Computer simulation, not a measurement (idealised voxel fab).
process module | voxel self aligned vias
cross-section cut | 230 nm wide | cells 5 nm
A cross-section is a grid of square cells, given in bands from the top down. A band is one or more rows of cells.
Each band's line starts with the height of the band's top and of its bottom, in nm. Then come its materials from left to right, each with its width in nm. One material with "throughout" fills the band from edge to edge. "air" is empty space.
Height 0 is the level under which the wafer as received is all one material. The lowest band goes on downwards, as in "0 down".
A width such as "30 to 40" changes by the same amount from each row of cells to the next, from the band's top row to its bottom row.
"no change" after a step means that no cell of the cross-section changed.
closed voids: empty space of 8 cells or more with no open way to the top, each as width x height at its distance from the left edge, in nm
after a step's settings: what the simulator itself notes on the step
overlay nm, on a step with a mask: how far to the right of its planned place the mask lay; to the left if negative
plan
1 op RECEIVE | material Si
2 op CONFORMAL_DEP | material SiO2 | thk nm 10
3 op CONFORMAL_DEP | material SiCN | thk nm 5
4 op DIRECTIONAL_DEP | material SiO2 | thk nm 30
5 op DIRECTIONAL_DEP | material aC | thk nm 10
6 op PATTERN | tone open | mask id LINES | material resist | width nm 20 | pitch nm 55 | thk nm 30 | overlay nm 0
7 op DIRECTIONAL_ETCH | etch materials aC | depth nm 10
8 op STRIP | etch materials resist
9 op DIRECTIONAL_ETCH | etch materials SiO2 | depth nm 30
10 op STRIP | etch materials aC
11 op CONFORMAL_DEP | material TiN | thk nm 5
12 op FILL_DEP | material Ru | thk nm 5
13 op CMP | height nm 45
14 op SELECTIVE_ETCH | etch materials W Ru TiN | depth nm 10
15 op FILL_DEP | material SiN | thk nm 10
16 op CMP | height nm 45
17 op DIRECTIONAL_DEP | material SiO2 | thk nm 20
18 op PATTERN | tone open | mask id VIAS | material resist | width nm 40 | pitch nm 110 | thk nm 20 | overlay nm 0
19 op DIRECTIONAL_ETCH | etch materials SiO2 | depth nm 20
20 op DIRECTIONAL_ETCH | etch materials SiN | depth nm 10
21 op STRIP | etch materials resist
22 op CONFORMAL_DEP | material TiN | thk nm 5
23 op FILL_DEP | material Cu | thk nm 10
24 op CMP | height nm 65
25 op CONFORMAL_DEP | material SiN | thk nm 5
as received, after step 1
  0 down: Si throughout
  closed voids: none
first wafer at the end, as planned
  70 to 65: SiN throughout
  65 to 50: SiO2 40 | TiN 5 | Cu 30 | TiN 5 | SiO2 70 | TiN 5 | Cu 30 | TiN 5 | SiO2 40
  50 to 45: SiO2 40 | TiN 15 | Cu 10 | TiN 15 | SiO2 70 | TiN 15 | Cu 10 | TiN 15 | SiO2 40
  45 to 40: SiO2 50 | TiN 5 | Cu 10 | TiN 5 | SiO2 35 | SiN 20 | SiO2 35 | TiN 5 | Cu 10 | TiN 5 | SiO2 50
  40 to 35: SiO2 50 | TiN 20 | SiO2 35 | SiN 20 | SiO2 35 | TiN 20 | SiO2 50
  35 to 20: SiO2 50 | TiN 5 | Ru 10 | TiN 5 | SiO2 35 | TiN 5 | Ru 10 | TiN 5 | SiO2 35 | TiN 5 | Ru 10 | TiN 5 | SiO2 50
  20 to 15: SiO2 50 | TiN 20 | SiO2 35 | TiN 20 | SiO2 35 | TiN 20 | SiO2 50
  15 to 10: SiCN throughout
  10 to 0: SiO2 throughout
  0 down: Si throughout
  closed voids: none
second wafer at the end: like start, like plan, one mistake
  70 to 65: SiN throughout
  65 to 50: SiO2 40 | TiN 5 | Cu 30 | TiN 5 | SiO2 70 | TiN 5 | Cu 30 | TiN 5 | SiO2 40
  50 to 45: SiO2 40 | TiN 40 | SiO2 70 | TiN 40 | SiO2 40
  45 to 35: SiN 40 | TiN 10 | SiO2 20 | TiN 10 | SiN 25 | SiO2 20 | SiN 25 | TiN 10 | SiO2 20 | TiN 10 | SiN 40
  35 to 20: Ru 45 | TiN 5 | SiO2 20 | TiN 5 | Ru 25 | TiN 5 | SiO2 20 | TiN 5 | Ru 25 | TiN 5 | SiO2 20 | TiN 5 | Ru 45
  20 to 15: TiN 50 | SiO2 20 | TiN 35 | SiO2 20 | TiN 35 | SiO2 20 | TiN 50
  15 to 10: SiCN throughout
  10 to 0: SiO2 throughout
  0 down: Si throughout
  closed voids: none
what went wrong: step 6 ran as: op PATTERN | tone cover | mask id LINES | material resist | width nm 20 | pitch nm 55 | thk nm 30 | overlay nm 0
at the end the second wafer has, in cells: 8 fewer of Cu | 66 more of Ru | 44 more of SiN | 132 fewer of SiO2 | 30 more of TiN
